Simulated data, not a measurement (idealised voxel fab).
The following process module bears the name voxel capacitor over wiring.
cross-section cut | 235 nm wide | cells 5 nm
In what follows, cross-sections appear as grids of square cells, described through bands that run from the top down, where every band is one or more rows of cells. The band entry comprises the height of the band's top followed by the height of its bottom, expressed in nm, and subsequently the band's materials from left to right, each stated together with its width in nm. Where a single material is marked with the word "everywhere", that material fills the band from edge to edge. The word "empty" represents empty space. Zero point of the height axis is 0; under it, received wafer = one material. Lowest band: continues down indefinitely, "0 and below". A two-number width, for instance "30 to 40", indicates that the width is equal to the first number in the top row of the band and to the second number in the bottom row, and that it changes by a constant amount per row of cells. Key: "no modifications" - step with no changed cell in the cross-section. "Closed-off voids" means: voids of 8 cells or more that are shut off from the top with no open way through. Written width x height at distance, distance from the left edge, in nm. It should be noted that, on the line of a given step, the content following the step's settings is a remark produced by the simulator itself with respect to that step. For masked steps, "overlay nm" on the step line gives how far right of plan the mask actually lay; a minus sign means it lay to the left.

INTENDED PROCESS STEPS
1,op RECEIVE | material Si
2,op CONFORMAL_DEP | material SiO2 | thk nm 15
3,op CONFORMAL_DEP | material SiCN | thk nm 5
4,op DIRECTIONAL_DEP | material SiO2 | thk nm 25
5,op MASKED_ETCH | tone open | mask id METAL_1 | width nm 30 | pitch nm 85 | etch materials SiO2 | depth nm 25 | overlay nm 0
6,op MASKED_ETCH | tone open | mask id METAL_1 | width nm 30 | pitch nm 85 | etch materials SiCN | depth nm 5 | overlay nm 0
7,op CONFORMAL_DEP | material TiN | thk nm 5
8,op FILL_DEP | material Cu | thk nm 5
9,op CMP | height nm 45
10,op CONFORMAL_DEP | material SiCN | thk nm 5
11,op DIRECTIONAL_DEP | material SiO2 | thk nm 20
12,op DIRECTIONAL_DEP | material aC | thk nm 15
13,op PATTERN | tone open | mask id PLUG_1 | material resist | width nm 15 | thk nm 30 | overlay nm 0
14,op DIRECTIONAL_ETCH | etch materials aC | depth nm 15
15,op STRIP | etch materials resist
16,op DIRECTIONAL_ETCH | etch materials SiO2 | depth nm 20
17,op DIRECTIONAL_ETCH | etch materials SiCN | depth nm 5
18,op STRIP | etch materials aC
19,op CONFORMAL_DEP | material TiN | thk nm 5
20,op FILL_DEP | material Cu | thk nm 10
21,op CMP | height nm 70
22,op DIRECTIONAL_DEP | material TiN | thk nm 10
23,op DIRECTIONAL_DEP | material HfO2 | thk nm 5
24,op DIRECTIONAL_DEP | material TiN | thk nm 10
25,op PATTERN | tone cover | mask id UPPER_PLATE | material resist | width nm 60 | thk nm 15 | overlay nm 0
26,op DIRECTIONAL_ETCH | etch materials TiN | depth nm 10
27,op DIRECTIONAL_ETCH | etch materials HfO2 | depth nm 5
28,op STRIP | etch materials resist
29,op MASKED_ETCH | tone cover | mask id LOWER_PLATE | width nm 70 | etch materials TiN | depth nm 10 | overlay nm 0
30,op FILL_DEP | material SiO2 | thk nm 15
31,op CMP | height nm 105
32,op DIRECTIONAL_DEP | material aC | thk nm 15
33,op PATTERN | tone open | mask id PLUG_2 | material resist | width nm 15 | thk nm 30 | overlay nm 0
34,op DIRECTIONAL_ETCH | etch materials aC | depth nm 15
35,op STRIP | etch materials resist
36,op DIRECTIONAL_ETCH | etch materials SiO2 | depth nm 10
37,op STRIP | etch materials aC
38,op CONFORMAL_DEP | material TiN | thk nm 5
39,op FILL_DEP | material Ru | thk nm 10
40,op CMP | height nm 105
41,op CONFORMAL_DEP | material SiN | thk nm 5

CROSS-SECTION OF THE WAFER AT RECEIPT, WHICH IS THE CONDITION AFTER STEP 1
0 and below | Si everywhere
Closed-off voids: none

POST-MODULE CROSS-SECTION: IDENTICAL START AND PLAN TO THOSE ABOVE, ONE MISSTEP IN EXECUTION
110 down to 105 | SiN everywhere
105 down to 100 | SiO2 (85) / TiN (5) / Ru (5) / TiN (5) / SiO2 (135)
100 down to 95 | SiO2 (85) / TiN (15) / SiO2 (135)
95 down to 85 | SiO2 (75) / TiN (60) / SiO2 (100)
85 down to 80 | SiO2 (75) / HfO2 (60) / SiO2 (100)
80 down to 70 | SiO2 (70) / TiN (70) / SiO2 (95)
70 down to 55 | SiO2 (75) / TiN (5) / Cu (5) / TiN (5) / SiO2 (145)
55 down to 50 | SiO2 (75) / TiN (15) / SiO2 (145)
50 down to 45 | Ru everywhere
45 down to 20 | SiO2 (60) / TiN (5) / Cu (20) / TiN (5) / SiO2 (55) / TiN (5) / Cu (20) / TiN (5) / SiO2 (60)
20 down to 15 | SiCN (60) / TiN (30) / SiCN (55) / TiN (30) / SiCN (60)
15 down to 0 | SiO2 everywhere
0 and below | Si everywhere
Closed-off voids: none
The mistake made against the process plan was this: so step 10 ended up running with a different setting than we planned, it ran as op CONFORMAL_DEP | material Ru | thk nm 5
